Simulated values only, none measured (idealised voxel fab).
process module | voxel lift off
cross-section cut | 190 nm wide | cells 5 nm
A cross-section is a grid of square cells, given in bands from the top down. A band is one or more rows of cells.
Each band's line starts with the height of the band's top and of its bottom, in nm. Then come its materials from left to right, each with its width in nm. One material with "throughout" fills the band from edge to edge. "air" is empty space.
Height 0 is the level under which the wafer as received is all one material. The lowest band goes on downwards, as in "0 down".
A width such as "30 to 40" changes by the same amount from each row of cells to the next, from the band's top row to its bottom row.
"no change" after a step means that no cell of the cross-section changed.
closed voids: empty space of 8 cells or more with no open way to the top, each as width x height at its distance from the left edge, in nm
after a step's settings: what the simulator itself notes on the step
overlay nm, on a step with a mask: how far to the right of its planned place the mask lay; to the left if negative
plan
1 op RECEIVE | material Si
2 op CONFORMAL_DEP | material SiN | thk nm 15
3 op PATTERN | tone open | mask id LINES | material resist | width nm 25 | pitch nm 55 | thk nm 20 | overlay nm 0
4 op DIRECTIONAL_DEP | material Ru | thk nm 5
5 op STRIP | etch materials resist
6 op CONFORMAL_DEP | material SiCN | thk nm 5
as received, after step 1
  0 down: Si throughout
  closed voids: none
first wafer at the end, as planned
  25 to 20: air 20 | SiCN 35 | air 20 | SiCN 35 | air 20 | SiCN 35 | air 25
  20 to 15: SiCN 25 | Ru 25 | SiCN 30 | Ru 25 | SiCN 30 | Ru 25 | SiCN 30
  15 to 0: SiN throughout
  0 down: Si throughout
  closed voids: none
second wafer at the end: like start, like plan, one mistake
  25 to 20: air 20 | SiCN 35 | air 20 | SiCN 35 | air 20 | SiCN 35 | air 25
  20 to 15: SiCN throughout
  15 to 0: SiN throughout
  0 down: Si throughout
  closed voids: none
what went wrong: step 4 ran as: op DIRECTIONAL_DEP | material SiCN | thk nm 5
at the end the second wafer has, in cells: 15 fewer of Ru | 15 more of SiCN
